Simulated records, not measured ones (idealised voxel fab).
Documented hereafter: the process module known as voxel wiring stack.
We display cut, a cross-section 205 nm in width whose square cells are each 5 nm.
For the purposes of this document, a cross-section shall be understood as a grid of square cells, specified as bands listed in top-to-bottom order, each band consisting of one or more rows of cells.
This entry defines a band. It first specifies the height of the band's top and the height of its bottom in nm, and then specifies the band's materials from left to right, stating each material with its width in nm. The word "throughout" identifies a single material that fills the band from edge to edge, while the word "empty" identifies empty space.
Heights from 0 (as-received wafer is one material below). Bottom band endless downward, as "0 down".
Quick explanation for "30..40": the width changes in equal steps down the rows of cells, from the first number in the band's top row to the second number in its bottom row.
Key: "left unchanged" - step with no changed cell in the cross-section.
You'll see "closed voids" listing empty spaces that have no way open to the top, as long as they're 8 cells or more; the notation is width x height at distance, where the distance is from the left edge, and all of it is in nm.
On a step's line, text after the settings is the simulator commenting on that step.
A step's line can hold "overlay nm"; with a mask on that step, the setting says how far right of the planned place the mask lay, while a negative setting says it lay to the left.
# Planned step list for the process
| 1 | RECEIVE: material Si |
| 2 | CONFORMAL_DEP: material SiO2, thk nm 10 |
| 3 | CONFORMAL_DEP: material SiCN, thk nm 5 |
| 4 | DIRECTIONAL_DEP: material lowk, thk nm 25 |
| 5 | DIRECTIONAL_DEP: material aC, thk nm 15 |
| 6 | PATTERN: tone open, mask id METAL_1, material resist, width nm 20, pitch nm 45, thk nm 35, overlay nm 0 |
| 7 | DIRECTIONAL_ETCH: etch materials aC, depth nm 15 |
| 8 | STRIP: etch materials resist |
| 9 | DIRECTIONAL_ETCH: etch materials lowk, depth nm 25 |
| 10 | DIRECTIONAL_ETCH: etch materials SiCN, depth nm 5 |
| 11 | STRIP: etch materials aC |
| 12 | CONFORMAL_DEP: material TiN, thk nm 5 |
| 13 | FILL_DEP: material Ru, thk nm 5 |
| 14 | CMP: height nm 40 |
| 15 | CONFORMAL_DEP: material SiCN, thk nm 5 |
| 16 | DIRECTIONAL_DEP: material lowk, thk nm 15 |
| 17 | DIRECTIONAL_DEP: material aC, thk nm 10 |
| 18 | PATTERN: tone open, mask id PLUG_1, material resist, width nm 15, thk nm 25, overlay nm 0 |
| 19 | DIRECTIONAL_ETCH: etch materials aC, depth nm 10 |
| 20 | STRIP: etch materials resist |
| 21 | DIRECTIONAL_ETCH: etch materials lowk, depth nm 15 |
| 22 | DIRECTIONAL_ETCH: etch materials SiCN, depth nm 5 |
| 23 | STRIP: etch materials aC |
| 24 | CONFORMAL_DEP: material TiN, thk nm 5 |
| 25 | FILL_DEP: material Ru, thk nm 10 |
| 26 | CMP: height nm 60 |
| 27 | DIRECTIONAL_DEP: material TiN, thk nm 5 |
| 28 | DIRECTIONAL_DEP: material Ru, thk nm 20 |
| 29 | DIRECTIONAL_DEP: material aC, thk nm 10 |
| 30 | PATTERN: tone cover, mask id METAL_2, material resist, width nm 20, pitch nm 45, thk nm 25, overlay nm 0 |
| 31 | DIRECTIONAL_ETCH: etch materials aC, depth nm 10 |
| 32 | STRIP: etch materials resist |
| 33 | DIRECTIONAL_ETCH: etch materials Ru, depth nm 20 |
| 34 | DIRECTIONAL_ETCH: etch materials TiN, depth nm 5 |
| 35 | STRIP: etch materials aC |
| 36 | CONFORMAL_DEP: material SiCN, thk nm 5 |
| 37 | FILL_DEP: material lowk, thk nm 5 |
| 38 | CMP: height nm 85 |
| 39 | CONFORMAL_DEP: material SiCN, thk nm 5 |
| 40 | DIRECTIONAL_DEP: material lowk, thk nm 10 |
| 41 | PATTERN: tone open, mask id PLUG_2, material resist, width nm 15, pitch nm 45, thk nm 15, overlay nm 0 |
| 42 | DIRECTIONAL_ETCH: etch materials lowk, depth nm 10 |
| 43 | DIRECTIONAL_ETCH: etch materials SiCN, depth nm 5 |
| 44 | STRIP: etch materials resist |
| 45 | CONFORMAL_DEP: material TiN, thk nm 5 |
| 46 | FILL_DEP: material Cu, thk nm 5 |
| 47 | CMP: height nm 100 |
| 48 | DIRECTIONAL_DEP: material TiN, thk nm 5 |
| 49 | DIRECTIONAL_DEP: material Ru, thk nm 15 |
| 50 | DIRECTIONAL_DEP: material aC, thk nm 15 |
| 51 | PATTERN: tone cover, mask id METAL_3, material resist, width nm 20, pitch nm 45, thk nm 30, overlay nm 0 |
| 52 | DIRECTIONAL_ETCH: etch materials aC, depth nm 15 |
| 53 | STRIP: etch materials resist |
| 54 | DIRECTIONAL_ETCH: etch materials Ru, depth nm 15 |
| 55 | DIRECTIONAL_ETCH: etch materials TiN, depth nm 5 |
| 56 | STRIP: etch materials aC |
| 57 | FILL_DEP: material lowk, thk nm 5 |
| 58 | CMP: height nm 120 |
| 59 | CONFORMAL_DEP: material SiN, thk nm 5 |
# What follows covers the first of two wafers; it ran as planned
# Incoming wafer in cross-section (state: after step 1)
> 0 down = Si throughout
> closed voids: none
# Step 2 complete: cross-section through the wafer
> 10 to 0 = SiO2 throughout
> Lower than 0, everything is as it was.
# Step 3 complete: cross-section through the wafer
> 15 to 10 = SiCN throughout
> Lower than 10, everything is as it was.
# Step 4 complete: cross-section through the wafer
> 40 to 15 = lowk throughout
> Lower than 15, everything is as it was.
# Step 5 complete: cross-section through the wafer
> 55 to 40 = aC throughout
> Lower than 40, everything is as it was.
# Step 6 complete: cross-section through the wafer
> 90 to 55 = resist=70  empty=20  resist=25  empty=20  resist=70
> Lower than 55, everything is as it was.
# Step 7 complete: cross-section through the wafer
> 75 to 55 = resist=70  empty=20  resist=25  empty=20  resist=70
> 55 to 40 = aC=70  empty=20  aC=25  empty=20  aC=70
> Lower than 40, everything is as it was.
# Step 8 complete: cross-section through the wafer
> 55 to 40 = aC=70  empty=20  aC=25  empty=20  aC=70
> Lower than 40, everything is as it was.
# Step 9 complete: cross-section through the wafer
> 55 to 40 = aC=70  empty=20  aC=25  empty=20  aC=70
> 40 to 15 = lowk=70  empty=20  lowk=25  empty=20  lowk=70
> Lower than 15, everything is as it was.
# Step 10 complete: cross-section through the wafer
> 55 to 40 = aC=70  empty=20  aC=25  empty=20  aC=70
> 40 to 15 = lowk=70  empty=20  lowk=25  empty=20  lowk=70
> 15 to 10 = SiCN=70  empty=20  SiCN=25  empty=20  SiCN=70
> Lower than 10, everything is as it was.
# Step 11 complete: cross-section through the wafer
> 40 to 15 = lowk=70  empty=20  lowk=25  empty=20  lowk=70
> Lower than 15, everything is as it was.
# Step 12 complete: cross-section through the wafer
> 45 to 40 = TiN=75  empty=10  TiN=35  empty=10  TiN=75
> 40 to 15 = lowk=70  TiN=5  empty=10  TiN=5  lowk=25  TiN=5  empty=10  TiN=5  lowk=70
> 15 to 10 = SiCN=70  TiN=20  SiCN=25  TiN=20  SiCN=70
> Lower than 10, everything is as it was.
# Step 13 complete: cross-section through the wafer
> 50 to 45 = Ru throughout
> 45 to 40 = TiN=75  Ru=10  TiN=35  Ru=10  TiN=75
> 40 to 15 = lowk=70  TiN=5  Ru=10  TiN=5  lowk=25  TiN=5  Ru=10  TiN=5  lowk=70
> Lower than 15, everything is as it was.
# Step 14 complete: cross-section through the wafer
> 40 to 15 = lowk=70  TiN=5  Ru=10  TiN=5  lowk=25  TiN=5  Ru=10  TiN=5  lowk=70
> Lower than 15, everything is as it was.
# Step 15 complete: cross-section through the wafer
> 45 to 40 = SiCN throughout
> Lower than 40, everything is as it was.
# Step 16 complete: cross-section through the wafer
> 60 to 45 = lowk throughout
> Lower than 45, everything is as it was.
# Step 17 complete: cross-section through the wafer
> 70 to 60 = aC throughout
> Lower than 60, everything is as it was.
# Step 18 complete: cross-section through the wafer
> 95 to 70 = resist=70  empty=15  resist=120
> Lower than 70, everything is as it was.
# Step 19 complete: cross-section through the wafer
> 85 to 70 = resist=70  empty=15  resist=120
> 70 to 60 = aC=70  empty=15  aC=120
> Lower than 60, everything is as it was.
# Step 20 complete: cross-section through the wafer
> 70 to 60 = aC=70  empty=15  aC=120
> Lower than 60, everything is as it was.
# Step 21 complete: cross-section through the wafer
> 70 to 60 = aC=70  empty=15  aC=120
> 60 to 45 = lowk=70  empty=15  lowk=120
> Lower than 45, everything is as it was.
# Step 22 complete: cross-section through the wafer
> 70 to 60 = aC=70  empty=15  aC=120
> 60 to 45 = lowk=70  empty=15  lowk=120
> 45 to 40 = SiCN=70  empty=15  SiCN=120
> Lower than 40, everything is as it was.
# Step 23 complete: cross-section through the wafer
> 60 to 45 = lowk=70  empty=15  lowk=120
> Lower than 45, everything is as it was.
# Step 24 complete: cross-section through the wafer
> 65 to 60 = TiN=75  empty=5  TiN=125
> 60 to 45 = lowk=70  TiN=5  empty=5  TiN=5  lowk=120
> 45 to 40 = SiCN=70  TiN=15  SiCN=120
> Lower than 40, everything is as it was.
# Step 25 complete: cross-section through the wafer
> 75 to 65 = Ru throughout
> 65 to 60 = TiN=75  Ru=5  TiN=125
> 60 to 45 = lowk=70  TiN=5  Ru=5  TiN=5  lowk=120
> Lower than 45, everything is as it was.
# Step 26 complete: cross-section through the wafer
> 60 to 45 = lowk=70  TiN=5  Ru=5  TiN=5  lowk=120
> Lower than 45, everything is as it was.
# Step 27 complete: cross-section through the wafer
> 65 to 60 = TiN throughout
> Lower than 60, everything is as it was.
# Step 28 complete: cross-section through the wafer
> 85 to 65 = Ru throughout
> Lower than 65, everything is as it was.
# Step 29 complete: cross-section through the wafer
> 95 to 85 = aC throughout
> Lower than 85, everything is as it was.
# Step 30 complete: cross-section through the wafer
> 120 to 95 = empty=70  resist=20  empty=25  resist=20  empty=70
> Lower than 95, everything is as it was.
# Step 31 complete: cross-section through the wafer
> 110 to 95 = empty=70  resist=20  empty=25  resist=20  empty=70
> 95 to 85 = empty=70  aC=20  empty=25  aC=20  empty=70
> Lower than 85, everything is as it was.
# Step 32 complete: cross-section through the wafer
> 95 to 85 = empty=70  aC=20  empty=25  aC=20  empty=70
> Lower than 85, everything is as it was.
# Step 33 complete: cross-section through the wafer
> 95 to 85 = empty=70  aC=20  empty=25  aC=20  empty=70
> 85 to 65 = empty=70  Ru=20  empty=25  Ru=20  empty=70
> Lower than 65, everything is as it was.
# Step 34 complete: cross-section through the wafer
> 95 to 85 = empty=70  aC=20  empty=25  aC=20  empty=70
> 85 to 65 = empty=70  Ru=20  empty=25  Ru=20  empty=70
> 65 to 60 = empty=70  TiN=20  empty=25  TiN=20  empty=70
> Lower than 60, everything is as it was.
# Step 35 complete: cross-section through the wafer
> 85 to 65 = empty=70  Ru=20  empty=25  Ru=20  empty=70
> Lower than 65, everything is as it was.
# Step 36 complete: cross-section through the wafer
> 90 to 85 = empty=65  SiCN=30  empty=15  SiCN=30  empty=65
> 85 to 65 = empty=65  SiCN=5  Ru=20  SiCN=5  empty=15  SiCN=5  Ru=20  SiCN=5  empty=65
> 65 to 60 = SiCN=70  TiN=20  SiCN=25  TiN=20  SiCN=70
> Lower than 60, everything is as it was.
# Step 37 complete: cross-section through the wafer
> 95 to 90 = lowk throughout
> 90 to 85 = lowk=65  SiCN=30  lowk=15  SiCN=30  lowk=65
> 85 to 65 = lowk=65  SiCN=5  Ru=20  SiCN=5  lowk=15  SiCN=5  Ru=20  SiCN=5  lowk=65
> Lower than 65, everything is as it was.
# Step 38 complete: cross-section through the wafer
> 85 to 65 = lowk=65  SiCN=5  Ru=20  SiCN=5  lowk=15  SiCN=5  Ru=20  SiCN=5  lowk=65
> Lower than 65, everything is as it was.
# Step 39 complete: cross-section through the wafer
> 90 to 85 = SiCN throughout
> Lower than 85, everything is as it was.
# Step 40 complete: cross-section through the wafer
> 100 to 90 = lowk throughout
> Lower than 90, everything is as it was.
# Step 41 complete: cross-section through the wafer
> 115 to 100 = resist=70  empty=15  resist=30  empty=15  resist=75
> Lower than 100, everything is as it was.
# Step 42 complete: cross-section through the wafer
> 115 to 100 = resist=70  empty=15  resist=30  empty=15  resist=75
> 100 to 90 = lowk=70  empty=15  lowk=30  empty=15  lowk=75
> Lower than 90, everything is as it was.
# Step 43 complete: cross-section through the wafer
> 115 to 100 = resist=70  empty=15  resist=30  empty=15  resist=75
> 100 to 90 = lowk=70  empty=15  lowk=30  empty=15  lowk=75
> 90 to 85 = SiCN=70  empty=15  SiCN=30  empty=15  SiCN=75
> Lower than 85, everything is as it was.
# Step 44 complete: cross-section through the wafer
> 100 to 90 = lowk=70  empty=15  lowk=30  empty=15  lowk=75
> Lower than 90, everything is as it was.
# Step 45 complete: cross-section through the wafer
> 105 to 100 = TiN=75  empty=5  TiN=40  empty=5  TiN=80
> 100 to 90 = lowk=70  TiN=5  empty=5  TiN=5  lowk=30  TiN=5  empty=5  TiN=5  lowk=75
> 90 to 85 = SiCN=70  TiN=15  SiCN=30  TiN=15  SiCN=75
> Lower than 85, everything is as it was.
# Step 46 complete: cross-section through the wafer
> 110 to 105 = Cu throughout
> 105 to 100 = TiN=75  Cu=5  TiN=40  Cu=5  TiN=80
> 100 to 90 = lowk=70  TiN=5  Cu=5  TiN=5  lowk=30  TiN=5  Cu=5  TiN=5  lowk=75
> Lower than 90, everything is as it was.
# Step 47 complete: cross-section through the wafer
> 100 to 90 = lowk=70  TiN=5  Cu=5  TiN=5  lowk=30  TiN=5  Cu=5  TiN=5  lowk=75
> Lower than 90, everything is as it was.
# Step 48 complete: cross-section through the wafer
> 105 to 100 = TiN throughout
> Lower than 100, everything is as it was.
# Step 49 complete: cross-section through the wafer
> 120 to 105 = Ru throughout
> Lower than 105, everything is as it was.
# Step 50 complete: cross-section through the wafer
> 135 to 120 = aC throughout
> Lower than 120, everything is as it was.
# Step 51 complete: cross-section through the wafer
> 165 to 135 = empty=70  resist=20  empty=25  resist=20  empty=70
> Lower than 135, everything is as it was.
# Step 52 complete: cross-section through the wafer
> 150 to 135 = empty=70  resist=20  empty=25  resist=20  empty=70
> 135 to 120 = empty=70  aC=20  empty=25  aC=20  empty=70
> Lower than 120, everything is as it was.
# Step 53 complete: cross-section through the wafer
> 135 to 120 = empty=70  aC=20  empty=25  aC=20  empty=70
> Lower than 120, everything is as it was.
# Step 54 complete: cross-section through the wafer
> 135 to 120 = empty=70  aC=20  empty=25  aC=20  empty=70
> 120 to 105 = empty=70  Ru=20  empty=25  Ru=20  empty=70
> Lower than 105, everything is as it was.
# Step 55 complete: cross-section through the wafer
> 135 to 120 = empty=70  aC=20  empty=25  aC=20  empty=70
> 120 to 105 = empty=70  Ru=20  empty=25  Ru=20  empty=70
> 105 to 100 = empty=70  TiN=20  empty=25  TiN=20  empty=70
> Lower than 100, everything is as it was.
# Step 56 complete: cross-section through the wafer
> 120 to 105 = empty=70  Ru=20  empty=25  Ru=20  empty=70
> Lower than 105, everything is as it was.
# Step 57 complete: cross-section through the wafer
> 125 to 120 = lowk throughout
> 120 to 105 = lowk=70  Ru=20  lowk=25  Ru=20  lowk=70
> 105 to 100 = lowk=70  TiN=20  lowk=25  TiN=20  lowk=70
> Lower than 100, everything is as it was.
# Step 58 complete: cross-section through the wafer
> 120 to 105 = lowk=70  Ru=20  lowk=25  Ru=20  lowk=70
> Lower than 105, everything is as it was.
# Step 59 complete: cross-section through the wafer
> 125 to 120 = SiN throughout
> Lower than 120, everything is as it was.
# The second wafer began exactly as the first did and followed the same plan, but one mistake was made while running it; through step 5 inclusive, the two wafers are identical
# Second wafer, cut view, end of step 6 per plan
> 90 to 55 = resist=80  empty=20  resist=25  empty=20  resist=60
> Lower than 55, everything is as it was.
# Second wafer, cut view, end of step 7 per plan
> 75 to 55 = resist=80  empty=20  resist=25  empty=20  resist=60
> 55 to 40 = aC=80  empty=20  aC=25  empty=20  aC=60
> Lower than 40, everything is as it was.
# Second wafer, cut view, end of step 8 per plan
> 55 to 40 = aC=80  empty=20  aC=25  empty=20  aC=60
> Lower than 40, everything is as it was.
# Second wafer, cut view, end of step 9 per plan
> 55 to 40 = aC=80  empty=20  aC=25  empty=20  aC=60
> 40 to 15 = lowk=80  empty=20  lowk=25  empty=20  lowk=60
> Lower than 15, everything is as it was.
# Second wafer, cut view, end of step 10 per plan
> 55 to 40 = aC=80  empty=20  aC=25  empty=20  aC=60
> 40 to 15 = lowk=80  empty=20  lowk=25  empty=20  lowk=60
> 15 to 10 = SiCN=80  empty=20  SiCN=25  empty=20  SiCN=60
> Lower than 10, everything is as it was.
# Second wafer, cut view, end of step 11 per plan
> 40 to 15 = lowk=80  empty=20  lowk=25  empty=20  lowk=60
> Lower than 15, everything is as it was.
# Second wafer, cut view, end of step 12 per plan
> 45 to 40 = TiN=85  empty=10  TiN=35  empty=10  TiN=65
> 40 to 15 = lowk=80  TiN=5  empty=10  TiN=5  lowk=25  TiN=5  empty=10  TiN=5  lowk=60
> 15 to 10 = SiCN=80  TiN=20  SiCN=25  TiN=20  SiCN=60
> Lower than 10, everything is as it was.
# Second wafer, cut view, end of step 13 per plan
> 50 to 45 = Ru throughout
> 45 to 40 = TiN=85  Ru=10  TiN=35  Ru=10  TiN=65
> 40 to 15 = lowk=80  TiN=5  Ru=10  TiN=5  lowk=25  TiN=5  Ru=10  TiN=5  lowk=60
> Lower than 15, everything is as it was.
# Second wafer, cut view, end of step 14 per plan
> 40 to 15 = lowk=80  TiN=5  Ru=10  TiN=5  lowk=25  TiN=5  Ru=10  TiN=5  lowk=60
> Lower than 15, everything is as it was.
# Second wafer, cut view, end of step 15 per plan
> 45 to 40 = SiCN throughout
> Lower than 40, everything is as it was.
# Second wafer, cut view, end of step 16 per plan
> 60 to 45 = lowk throughout
> Lower than 45, everything is as it was.
# Second wafer, cut view, end of step 17 per plan
> 70 to 60 = aC throughout
> Lower than 60, everything is as it was.
# Second wafer, cut view, end of step 18 per plan
> 95 to 70 = resist=70  empty=15  resist=120
> Lower than 70, everything is as it was.
# Second wafer, cut view, end of step 19 per plan
> 85 to 70 = resist=70  empty=15  resist=120
> 70 to 60 = aC=70  empty=15  aC=120
> Lower than 60, everything is as it was.
# Second wafer, cut view, end of step 20 per plan
> 70 to 60 = aC=70  empty=15  aC=120
> Lower than 60, everything is as it was.
# Second wafer, cut view, end of step 21 per plan
> 70 to 60 = aC=70  empty=15  aC=120
> 60 to 45 = lowk=70  empty=15  lowk=120
> Lower than 45, everything is as it was.
# Second wafer, cut view, end of step 22 per plan
> 70 to 60 = aC=70  empty=15  aC=120
> 60 to 45 = lowk=70  empty=15  lowk=120
> 45 to 40 = SiCN=70  empty=15  SiCN=120
> Lower than 40, everything is as it was.
# Second wafer, cut view, end of step 23 per plan
> 60 to 45 = lowk=70  empty=15  lowk=120
> Lower than 45, everything is as it was.
# Second wafer, cut view, end of step 24 per plan
> 65 to 60 = TiN=75  empty=5  TiN=125
> 60 to 45 = lowk=70  TiN=5  empty=5  TiN=5  lowk=120
> 45 to 40 = SiCN=70  TiN=15  SiCN=120
> Lower than 40, everything is as it was.
# Second wafer, cut view, end of step 25 per plan
> 75 to 65 = Ru throughout
> 65 to 60 = TiN=75  Ru=5  TiN=125
> 60 to 45 = lowk=70  TiN=5  Ru=5  TiN=5  lowk=120
> Lower than 45, everything is as it was.
# Second wafer, cut view, end of step 26 per plan
> 60 to 45 = lowk=70  TiN=5  Ru=5  TiN=5  lowk=120
> Lower than 45, everything is as it was.
# Second wafer, cut view, end of step 27 per plan
> 65 to 60 = TiN throughout
> Lower than 60, everything is as it was.
# Second wafer, cut view, end of step 28 per plan
> 85 to 65 = Ru throughout
> Lower than 65, everything is as it was.
# Second wafer, cut view, end of step 29 per plan
> 95 to 85 = aC throughout
> Lower than 85, everything is as it was.
# Second wafer, cut view, end of step 30 per plan
> 120 to 95 = empty=70  resist=20  empty=25  resist=20  empty=70
> Lower than 95, everything is as it was.
# Second wafer, cut view, end of step 31 per plan
> 110 to 95 = empty=70  resist=20  empty=25  resist=20  empty=70
> 95 to 85 = empty=70  aC=20  empty=25  aC=20  empty=70
> Lower than 85, everything is as it was.
# Second wafer, cut view, end of step 32 per plan
> 95 to 85 = empty=70  aC=20  empty=25  aC=20  empty=70
> Lower than 85, everything is as it was.
# Second wafer, cut view, end of step 33 per plan
> 95 to 85 = empty=70  aC=20  empty=25  aC=20  empty=70
> 85 to 65 = empty=70  Ru=20  empty=25  Ru=20  empty=70
> Lower than 65, everything is as it was.
# Second wafer, cut view, end of step 34 per plan
> 95 to 85 = empty=70  aC=20  empty=25  aC=20  empty=70
> 85 to 65 = empty=70  Ru=20  empty=25  Ru=20  empty=70
> 65 to 60 = empty=70  TiN=20  empty=25  TiN=20  empty=70
> Lower than 60, everything is as it was.
# Second wafer, cut view, end of step 35 per plan
> 85 to 65 = empty=70  Ru=20  empty=25  Ru=20  empty=70
> Lower than 65, everything is as it was.
# Second wafer, cut view, end of step 36 per plan
> 90 to 85 = empty=65  SiCN=30  empty=15  SiCN=30  empty=65
> 85 to 65 = empty=65  SiCN=5  Ru=20  SiCN=5  empty=15  SiCN=5  Ru=20  SiCN=5  empty=65
> 65 to 60 = SiCN=70  TiN=20  SiCN=25  TiN=20  SiCN=70
> Lower than 60, everything is as it was.
# Second wafer, cut view, end of step 37 per plan
> 95 to 90 = lowk throughout
> 90 to 85 = lowk=65  SiCN=30  lowk=15  SiCN=30  lowk=65
> 85 to 65 = lowk=65  SiCN=5  Ru=20  SiCN=5  lowk=15  SiCN=5  Ru=20  SiCN=5  lowk=65
> Lower than 65, everything is as it was.
# Second wafer, cut view, end of step 38 per plan
> 85 to 65 = lowk=65  SiCN=5  Ru=20  SiCN=5  lowk=15  SiCN=5  Ru=20  SiCN=5  lowk=65
> Lower than 65, everything is as it was.
# Second wafer, cut view, end of step 39 per plan
> 90 to 85 = SiCN throughout
> Lower than 85, everything is as it was.
# Second wafer, cut view, end of step 40 per plan
> 100 to 90 = lowk throughout
> Lower than 90, everything is as it was.
# Second wafer, cut view, end of step 41 per plan
> 115 to 100 = resist=70  empty=15  resist=30  empty=15  resist=75
> Lower than 100, everything is as it was.
# Second wafer, cut view, end of step 42 per plan
> 115 to 100 = resist=70  empty=15  resist=30  empty=15  resist=75
> 100 to 90 = lowk=70  empty=15  lowk=30  empty=15  lowk=75
> Lower than 90, everything is as it was.
# Second wafer, cut view, end of step 43 per plan
> 115 to 100 = resist=70  empty=15  resist=30  empty=15  resist=75
> 100 to 90 = lowk=70  empty=15  lowk=30  empty=15  lowk=75
> 90 to 85 = SiCN=70  empty=15  SiCN=30  empty=15  SiCN=75
> Lower than 85, everything is as it was.
# Second wafer, cut view, end of step 44 per plan
> 100 to 90 = lowk=70  empty=15  lowk=30  empty=15  lowk=75
> Lower than 90, everything is as it was.
# Second wafer, cut view, end of step 45 per plan
> 105 to 100 = TiN=75  empty=5  TiN=40  empty=5  TiN=80
> 100 to 90 = lowk=70  TiN=5  empty=5  TiN=5  lowk=30  TiN=5  empty=5  TiN=5  lowk=75
> 90 to 85 = SiCN=70  TiN=15  SiCN=30  TiN=15  SiCN=75
> Lower than 85, everything is as it was.
# Second wafer, cut view, end of step 46 per plan
> 110 to 105 = Cu throughout
> 105 to 100 = TiN=75  Cu=5  TiN=40  Cu=5  TiN=80
> 100 to 90 = lowk=70  TiN=5  Cu=5  TiN=5  lowk=30  TiN=5  Cu=5  TiN=5  lowk=75
> Lower than 90, everything is as it was.
# Second wafer, cut view, end of step 47 per plan
> 100 to 90 = lowk=70  TiN=5  Cu=5  TiN=5  lowk=30  TiN=5  Cu=5  TiN=5  lowk=75
> Lower than 90, everything is as it was.
# Second wafer, cut view, end of step 48 per plan
> 105 to 100 = TiN throughout
> Lower than 100, everything is as it was.
# Second wafer, cut view, end of step 49 per plan
> 120 to 105 = Ru throughout
> Lower than 105, everything is as it was.
# Second wafer, cut view, end of step 50 per plan
> 135 to 120 = aC throughout
> Lower than 120, everything is as it was.
# Second wafer, cut view, end of step 51 per plan
> 165 to 135 = empty=70  resist=20  empty=25  resist=20  empty=70
> Lower than 135, everything is as it was.
# Second wafer, cut view, end of step 52 per plan
> 150 to 135 = empty=70  resist=20  empty=25  resist=20  empty=70
> 135 to 120 = empty=70  aC=20  empty=25  aC=20  empty=70
> Lower than 120, everything is as it was.
# Second wafer, cut view, end of step 53 per plan
> 135 to 120 = empty=70  aC=20  empty=25  aC=20  empty=70
> Lower than 120, everything is as it was.
# Second wafer, cut view, end of step 54 per plan
> 135 to 120 = empty=70  aC=20  empty=25  aC=20  empty=70
> 120 to 105 = empty=70  Ru=20  empty=25  Ru=20  empty=70
> Lower than 105, everything is as it was.
# Second wafer, cut view, end of step 55 per plan
> 135 to 120 = empty=70  aC=20  empty=25  aC=20  empty=70
> 120 to 105 = empty=70  Ru=20  empty=25  Ru=20  empty=70
> 105 to 100 = empty=70  TiN=20  empty=25  TiN=20  empty=70
> Lower than 100, everything is as it was.
# Second wafer, cut view, end of step 56 per plan
> 120 to 105 = empty=70  Ru=20  empty=25  Ru=20  empty=70
> Lower than 105, everything is as it was.
# Second wafer, cut view, end of step 57 per plan
> 125 to 120 = lowk throughout
> 120 to 105 = lowk=70  Ru=20  lowk=25  Ru=20  lowk=70
> 105 to 100 = lowk=70  TiN=20  lowk=25  TiN=20  lowk=70
> Lower than 100, everything is as it was.
# Second wafer, cut view, end of step 58 per plan
> 120 to 105 = lowk=70  Ru=20  lowk=25  Ru=20  lowk=70
> Lower than 105, everything is as it was.
# Second wafer, cut view, end of step 59 per plan
> 125 to 120 = SiN throughout
> Lower than 120, everything is as it was.
Here's what went sideways: step 6 off recipe, ran as PATTERN: tone open, mask id METAL_1, material resist, width nm 20, pitch nm 45, thk nm 35, overlay nm 10
The concluding comparison shows that, measured in cells, each material is equally abundant on both wafers, albeit at different positions.
